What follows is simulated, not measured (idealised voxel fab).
process module | voxel released beams
Shown is cross-section cut, with a width of 185 nm and square cells of size 5 nm.
The cross-sections in this document take the form of a grid made of square cells. They are written out as bands, in order from top to bottom. Each band consists of one or more rows of cells. Quick guide to a band line: top height, bottom height (nm) up front; then every material left to right with its width in nm. Only one material and it's marked "edge to edge"? Then it fills the band edge to edge. And "blank" just means empty space. Heights are measured from 0, the level below which the as-received wafer is all one material; the lowest band has no bottom and continues downward, written as in "from 0 down". A two-number width, for instance "30 to 40", indicates that the width is equal to the first number in the top row of the band and to the second number in the bottom row, and that it changes by a constant amount per row of cells. "remains unaltered", as given for a step, is the statement that not any cell of the cross-section underwent a change during that step. Heads up: "Sealed void inventory" only lists the empty pockets with no open path to the top that are 8 cells or more, and it writes them as width x height at distance, distance from the left edge, in nm. Heads up: the bit after the settings on a step's line is the simulator's remark on that step. "overlay nm" answers the question of how far to the right of plan the mask lay on a step that has a mask, and when it is negative the answer is to the left.

**Process steps (planned)**
1,RECEIVE with material Si
2,CONFORMAL_DEP with material Al2O3, thk nm 10
3,DIRECTIONAL_DEP with material SiO2, thk nm 20
4,DIRECTIONAL_DEP with material aC, thk nm 10
5,PATTERN with tone open, mask id ANCHOR, material resist, width nm 45, thk nm 30, overlay nm 0
6,DIRECTIONAL_ETCH with etch materials aC, depth nm 10
7,STRIP with etch materials resist
8,DIRECTIONAL_ETCH with etch materials SiO2, depth nm 20
9,STRIP with etch materials aC
10,CONFORMAL_DEP with material polySi, thk nm 15
11,MASKED_ETCH with tone cover, mask id BEAM, width nm 110, etch materials polySi, depth nm 15, overlay nm 0
12,STRIP with etch materials SiO2

**The first of a set of two wafers, run to plan**

**Incoming wafer, cross-sectional view, post step 1**
    from 0 down = Si edge to edge
    Sealed void inventory: none

**How the wafer stands in section after step 2**
    from 10 to 0 = Al2O3 edge to edge
    Below 0, no change.

**How the wafer stands in section after step 3**
    from 30 to 10 = SiO2 edge to edge
    Below 10, no change.

**How the wafer stands in section after step 4**
    from 40 to 30 = aC edge to edge
    Below 30, no change.

**How the wafer stands in section after step 5**
    from 70 to 40 = 40 resist | 45 blank | 100 resist
    Below 40, no change.

**How the wafer stands in section after step 6**
    from 60 to 40 = 40 resist | 45 blank | 100 resist
    from 40 to 30 = 40 aC | 45 blank | 100 aC
    Below 30, no change.

**How the wafer stands in section after step 7**
    from 40 to 30 = 40 aC | 45 blank | 100 aC
    Below 30, no change.

**How the wafer stands in section after step 8**
    from 40 to 30 = 40 aC | 45 blank | 100 aC
    from 30 to 10 = 40 SiO2 | 45 blank | 100 SiO2
    Below 10, no change.

**How the wafer stands in section after step 9**
    from 30 to 10 = 40 SiO2 | 45 blank | 100 SiO2
    Below 10, no change.

**How the wafer stands in section after step 10**
    from 45 to 30 = 55 polySi | 15 blank | 115 polySi
    from 30 to 25 = 40 SiO2 | 15 polySi | 15 blank | 15 polySi | 100 SiO2
    from 25 to 10 = 40 SiO2 | 45 polySi | 100 SiO2
    Below 10, no change.

**How the wafer stands in section after step 11**
    from 45 to 30 = 35 blank | 20 polySi | 15 blank | 75 polySi | 40 blank
    Below 30, no change.

**How the wafer stands in section after step 12**
    from 45 to 30 = 35 blank | 20 polySi | 15 blank | 75 polySi | 40 blank
    from 30 to 25 = 40 blank | 15 polySi | 15 blank | 15 polySi | 100 blank
    from 25 to 10 = 40 blank | 45 polySi | 100 blank
    Below 10, no change.

**second wafer: like start, like plan, one mistake. Through step 9 it matches the first wafer**

**Second wafer, sectioned view, at step 10's planned end time**
    from 60 to 30 = polySi edge to edge
    from 30 to 10 = 40 SiO2 | 45 polySi | 100 SiO2
    Below 10, no change.

**Second wafer, sectioned view, at step 11's planned end time**
    from 60 to 45 = 35 blank | 110 polySi | 40 blank
    Below 45, no change.

Second wafer, sectioned view, at step 12's planned end time: remains unaltered
What was done differently from what was planned? step 10 of the plan was executed twice over
Wafer comparison, final, in cells, second relative to first, materials more or fewer: SiO2 +112 | polySi +123
